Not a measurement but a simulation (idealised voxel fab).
The name of this process module is voxel double patterning.
It is cross-section cut that appears here, measuring 255 nm in width, its square cells being 5 nm in size.
For the purposes of this document, a cross-section shall be understood as a grid of square cells, specified as bands listed in top-to-bottom order, each band consisting of one or more rows of cells.
What a band's entry tells you: where the top is and where the bottom is, as heights in nm, and after that what lies inside, material by material from left to right, each with its width in nm. Empty space is written as the word "blank", and a single material marked with the word "edge to edge" occupies the band from edge to edge.
For the purposes of this specification, 0 denotes the height below which the wafer in its as-received condition is composed wholly of one material, and the lowermost band, lacking a lower limit, extends downward without end, as expressed in "z 0 and below".
Quick explanation for "30..40": the width changes in equal steps down the rows of cells, from the first number in the band's top row to the second number in its bottom row.
"everything unchanged" (step): cross-section cells unchanged, all of them.
What "Sealed void list" gives you is every empty space of 8 cells or more that is cut off from the top. Each appears as width x height at distance, with the distance taken from the left edge and width, height and distance all in nm.
Whatever follows a step's settings on its line is a remark the simulator itself makes about that step.
A step's line can hold "overlay nm"; with a mask on that step, the setting says how far right of the planned place the mask lay, while a negative setting says it lay to the left.

## plan
1: RECEIVE, material Si
2: CONFORMAL_DEP, material SiN, thk nm 10
3: DIRECTIONAL_DEP, material SiO2, thk nm 15
4: DIRECTIONAL_DEP, material SiCN, thk nm 5
5: DIRECTIONAL_DEP, material aC, thk nm 10
6: PATTERN, tone open, mask id FIRST, material resist, width nm 15, pitch nm 50, thk nm 25, overlay nm 0
7: DIRECTIONAL_ETCH, etch materials aC, depth nm 10
8: STRIP, etch materials resist
9: DIRECTIONAL_ETCH, etch materials SiCN, depth nm 5
10: STRIP, etch materials aC
11: MASKED_ETCH, tone open, mask id SECOND, width nm 15, etch materials SiCN, depth nm 5, overlay nm 0
12: DIRECTIONAL_ETCH, etch materials SiO2, depth nm 15
13: STRIP, etch materials SiCN

## Cross-section of the incoming wafer, state after step 1
z 0 and below  Si edge to edge
Sealed void list: none

## The plan above was carried out on the starting structure above with one mistake, and this cross-section shows the wafer at the end of the module
z 25 to 10  95 nm SiO2; 15 nm blank; 5 nm SiO2; 15 nm blank; 15 nm SiO2; 15 nm blank; 95 nm SiO2
z 10 to 0  SiN edge to edge
z 0 and below  Si edge to edge
Sealed void list: none
What went wrong in running the wafer? not per plan at step 11, really ran MASKED_ETCH, tone open, mask id SECOND, width nm 15, etch materials SiCN, depth nm 5, overlay nm -5
